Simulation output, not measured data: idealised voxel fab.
Process module, titled voxel capacitor over wiring
The figure presents cross-section cut, which has a width of 155 nm and is divided into square cells with an edge length of 5 nm.
Cross-section format: a grid of square cells, given as bands from top to bottom; each band is one or more rows of cells. The entry gives the band's vertical extent as a top height and a bottom height in nm, then its horizontal make-up as materials from left to right, each with a width in nm. "blank" stands for empty space; a single material marked "full width" fills the band edge to edge. Convention: height 0 is the level below which the wafer, as received, is all one material. The lowest band does not terminate at the bottom but continues downward, represented as "0..down". A width given as "30..40" starts at the first number in the band's top row and ends at the second number in its bottom row, shifting by an equal amount at every step from row to row. Where a step carries "no alteration", the cross-section came out of it unchanged, cell for cell. Closed-off voids of 8+ cells (no open route to the top) go in "Enclosed void inventory", written width x height at distance from the left edge, in nm. If you see something after the settings on a step's line, that's the simulator's own remark about that step. The line of a step may include "overlay nm". On a step with a mask, this value is how far to the right of its planned place the mask lay. A negative value means the mask lay to the left.
So here's the lineup of process steps we planned
1. RECEIVE: material Si
2. CONFORMAL_DEP: material SiO2, thk nm 15
3. DIRECTIONAL_DEP: material TiN, thk nm 5
4. DIRECTIONAL_DEP: material W, thk nm 15
5. DIRECTIONAL_DEP: material aC, thk nm 10
6. PATTERN: tone cover, mask id METAL_1, material resist, width nm 20, pitch nm 75, thk nm 25, overlay nm 0
7. DIRECTIONAL_ETCH: etch materials aC, depth nm 10
8. STRIP: etch materials resist
9. DIRECTIONAL_ETCH: etch materials W, depth nm 15
10. DIRECTIONAL_ETCH: etch materials TiN, depth nm 5
11. STRIP: etch materials aC
12. FILL_DEP: material SiO2, thk nm 10
13. CMP: height nm 35
14. CONFORMAL_DEP: material SiCN, thk nm 5
15. DIRECTIONAL_DEP: material lowk, thk nm 20
16. PATTERN: tone open, mask id PLUG_1, material resist, width nm 15, thk nm 15, overlay nm 0
17. DIRECTIONAL_ETCH: etch materials lowk, depth nm 20
18. DIRECTIONAL_ETCH: etch materials SiCN, depth nm 5
19. STRIP: etch materials resist
20. EPI: material Ru, thk nm 10
21. EPI: material Ru, thk nm 10
22. EPI: material Ru, thk nm 5
23. DIRECTIONAL_DEP: material TiN, thk nm 10
24. DIRECTIONAL_DEP: material SiN, thk nm 5
25. DIRECTIONAL_DEP: material TiN, thk nm 10
26. MASKED_ETCH: tone cover, mask id UPPER_PLATE, width nm 60, etch materials TiN, depth nm 10, overlay nm 0
27. MASKED_ETCH: tone cover, mask id UPPER_PLATE, width nm 60, etch materials SiN, depth nm 5, overlay nm 0
28. MASKED_ETCH: tone cover, mask id LOWER_PLATE, width nm 70, etch materials TiN, depth nm 10, overlay nm 0
29. FILL_DEP: material SiO2, thk nm 15
30. CMP: height nm 95
31. MASKED_ETCH: tone open, mask id PLUG_2, width nm 15, etch materials SiO2, depth nm 10, overlay nm 0
32. CONFORMAL_DEP: material TiN, thk nm 5
33. FILL_DEP: material Ru, thk nm 5
34. CMP: height nm 95
35. CONFORMAL_DEP: material SiN, thk nm 5
First wafer out of two, processed as planned
Incoming wafer, cross-sectional view, post step 1
	0..down = Si full width
	Enclosed void inventory: none
after step 2
	15..0 = SiO2 full width
	At heights below 0, the structure remains unaltered.
after step 3
	20..15 = TiN full width
	At heights below 15, the structure remains unaltered.
after step 4
	35..20 = W full width
	At heights below 20, the structure remains unaltered.
after step 5
	45..35 = aC full width
	At heights below 35, the structure remains unaltered.
after step 6
	70..45 = blank=30 | resist=20 | blank=55 | resist=20 | blank=30
	At heights below 45, the structure remains unaltered.
after step 7
	60..45 = blank=30 | resist=20 | blank=55 | resist=20 | blank=30
	45..35 = blank=30 | aC=20 | blank=55 | aC=20 | blank=30
	At heights below 35, the structure remains unaltered.
after step 8
	45..35 = blank=30 | aC=20 | blank=55 | aC=20 | blank=30
	At heights below 35, the structure remains unaltered.
after step 9
	45..35 = blank=30 | aC=20 | blank=55 | aC=20 | blank=30
	35..20 = blank=30 | W=20 | blank=55 | W=20 | blank=30
	At heights below 20, the structure remains unaltered.
after step 10
	45..35 = blank=30 | aC=20 | blank=55 | aC=20 | blank=30
	35..20 = blank=30 | W=20 | blank=55 | W=20 | blank=30
	20..15 = blank=30 | TiN=20 | blank=55 | TiN=20 | blank=30
	At heights below 15, the structure remains unaltered.
after step 11
	35..20 = blank=30 | W=20 | blank=55 | W=20 | blank=30
	At heights below 20, the structure remains unaltered.
after step 12
	45..35 = SiO2 full width
	35..20 = SiO2=30 | W=20 | SiO2=55 | W=20 | SiO2=30
	20..15 = SiO2=30 | TiN=20 | SiO2=55 | TiN=20 | SiO2=30
	At heights below 15, the structure remains unaltered.
after step 13
	35..20 = SiO2=30 | W=20 | SiO2=55 | W=20 | SiO2=30
	At heights below 20, the structure remains unaltered.
after step 14
	40..35 = SiCN full width
	At heights below 35, the structure remains unaltered.
after step 15
	60..40 = lowk full width
	At heights below 40, the structure remains unaltered.
after step 16
	75..60 = resist=35 | blank=15 | resist=105
	At heights below 60, the structure remains unaltered.
after step 17
	75..60 = resist=35 | blank=15 | resist=105
	60..40 = lowk=35 | blank=15 | lowk=105
	At heights below 40, the structure remains unaltered.
after step 18
	75..60 = resist=35 | blank=15 | resist=105
	60..40 = lowk=35 | blank=15 | lowk=105
	40..35 = SiCN=35 | blank=15 | SiCN=105
	At heights below 35, the structure remains unaltered.
after step 19
	60..40 = lowk=35 | blank=15 | lowk=105
	At heights below 40, the structure remains unaltered.
after step 20
	60..45 = lowk=35 | blank=15 | lowk=105
	45..40 = lowk=35 | Ru=15 | lowk=105
	40..35 = SiCN=35 | Ru=15 | SiCN=105
	At heights below 35, the structure remains unaltered.
after step 21
	60..55 = lowk=35 | blank=15 | lowk=105
	55..40 = lowk=35 | Ru=15 | lowk=105
	At heights below 40, the structure remains unaltered.
after step 22
	60..40 = lowk=35 | Ru=15 | lowk=105
	At heights below 40, the structure remains unaltered.
after step 23
	70..60 = TiN full width
	At heights below 60, the structure remains unaltered.
after step 24
	75..70 = SiN full width
	At heights below 70, the structure remains unaltered.
after step 25
	85..75 = TiN full width
	At heights below 75, the structure remains unaltered.
after step 26
	85..75 = blank=35 | TiN=60 | blank=60
	At heights below 75, the structure remains unaltered.
after step 27
	85..75 = blank=35 | TiN=60 | blank=60
	75..70 = blank=35 | SiN=60 | blank=60
	At heights below 70, the structure remains unaltered.
after step 28
	85..75 = blank=35 | TiN=60 | blank=60
	75..70 = blank=35 | SiN=60 | blank=60
	70..60 = blank=30 | TiN=70 | blank=55
	At heights below 60, the structure remains unaltered.
after step 29
	100..85 = SiO2 full width
	85..75 = SiO2=35 | TiN=60 | SiO2=60
	75..70 = SiO2=35 | SiN=60 | SiO2=60
	70..60 = SiO2=30 | TiN=70 | SiO2=55
	At heights below 60, the structure remains unaltered.
after step 30
	95..85 = SiO2 full width
	At heights below 85, the structure remains unaltered.
after step 31
	95..85 = SiO2=45 | blank=15 | SiO2=95
	At heights below 85, the structure remains unaltered.
after step 32
	100..95 = TiN=50 | blank=5 | TiN=100
	95..90 = SiO2=45 | TiN=5 | blank=5 | TiN=5 | SiO2=95
	90..85 = SiO2=45 | TiN=15 | SiO2=95
	At heights below 85, the structure remains unaltered.
after step 33
	105..100 = Ru full width
	100..95 = TiN=50 | Ru=5 | TiN=100
	95..90 = SiO2=45 | TiN=5 | Ru=5 | TiN=5 | SiO2=95
	At heights below 90, the structure remains unaltered.
after step 34
	95..90 = SiO2=45 | TiN=5 | Ru=5 | TiN=5 | SiO2=95
	At heights below 90, the structure remains unaltered.
after step 35
	100..95 = SiN full width
	At heights below 95, the structure remains unaltered.
Now the other wafer: same start, same recipe, but we messed up one thing when running it. Up to and including step 30 it's the same as the first one
Second wafer, cross-section, planned end of step 31
	95..85 = SiO2=40 | blank=15 | SiO2=100
	At heights below 85, the structure remains unaltered.
Second wafer, cross-section, planned end of step 32
	100..95 = TiN=45 | blank=5 | TiN=105
	95..90 = SiO2=40 | TiN=5 | blank=5 | TiN=5 | SiO2=100
	90..85 = SiO2=40 | TiN=15 | SiO2=100
	At heights below 85, the structure remains unaltered.
Second wafer, cross-section, planned end of step 33
	105..100 = Ru full width
	100..95 = TiN=45 | Ru=5 | TiN=105
	95..90 = SiO2=40 | TiN=5 | Ru=5 | TiN=5 | SiO2=100
	At heights below 90, the structure remains unaltered.
Second wafer, cross-section, planned end of step 34
	95..90 = SiO2=40 | TiN=5 | Ru=5 | TiN=5 | SiO2=100
	At heights below 90, the structure remains unaltered.
Second wafer, cross-section, planned end of step 35
	100..95 = SiN full width
	At heights below 95, the structure remains unaltered.
What was done differently from what was planned? off-plan run, step 31, actual operation and settings MASKED_ETCH: tone open, mask id PLUG_2, width nm 15, etch materials SiO2, depth nm 10, overlay nm -5
Heads up: at the end the two wafers have identical cell counts per material, they're just laid out differently.
